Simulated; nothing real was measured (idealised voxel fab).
process module | voxel ribs on slabs
cross-section cut | 170 nm wide | cells 5 nm
A cross-section is a grid of square cells, given in bands from the top down. A band is one or more rows of cells.
Each band's line starts with the height of the band's top and of its bottom, in nm. Then come its materials from left to right, each with its width in nm. One material with "throughout" fills the band from edge to edge. "air" is empty space.
Height 0 is the level under which the wafer as received is all one material. The lowest band goes on downwards, as in "0 down".
A width such as "30 to 40" changes by the same amount from each row of cells to the next, from the band's top row to its bottom row.
"no change" after a step means that no cell of the cross-section changed.
closed voids: empty space of 8 cells or more with no open way to the top, each as width x height at its distance from the left edge, in nm
after a step's settings: what the simulator itself notes on the step
overlay nm, on a step with a mask: how far to the right of its planned place the mask lay; to the left if negative
plan
1 op RECEIVE | material Si
2 op DIRECTIONAL_DEP | material SiO2 | thk nm 30
3 op DIRECTIONAL_DEP | material SiN | thk nm 15
4 op PATTERN | tone cover | mask id RIB | material resist | width nm 30 | thk nm 20 | overlay nm 0
5 op DIRECTIONAL_ETCH | etch materials SiN | depth nm 10
6 op STRIP | etch materials resist
7 op DIRECTIONAL_DEP | material aC | thk nm 10
8 op PATTERN | tone cover | mask id SLAB | material resist | width nm 60 | thk nm 25 | overlay nm 0
9 op DIRECTIONAL_ETCH | etch materials aC | depth nm 10
10 op STRIP | etch materials resist
11 op DIRECTIONAL_ETCH | etch materials SiN | depth nm 5
12 op STRIP | etch materials aC
13 op FILL_DEP | material SiO2 | thk nm 30
14 op CMP | height nm 65
15 op DIRECTIONAL_DEP | material W | thk nm 5
16 op PATTERN | tone cover | mask id HEATER | material resist | width nm 40 | thk nm 20 | overlay nm 0
17 op DIRECTIONAL_ETCH | etch materials W | depth nm 5
18 op STRIP | etch materials resist
19 op CONFORMAL_DEP | material SiN | thk nm 10
as received, after step 1
  0 down: Si throughout
  closed voids: none
a wafer at the end: this start, this plan, one mistake
  80 to 75: air 55 | SiN 60 | air 55
  75 to 70: SiN throughout
  70 to 65: SiN 65 | W 40 | SiN 65
  65 to 60: SiO2 55 | SiN 60 | SiO2 55
  60 to 0: SiO2 throughout
  0 down: Si throughout
  closed voids: none
what went wrong: step 2 was run twice
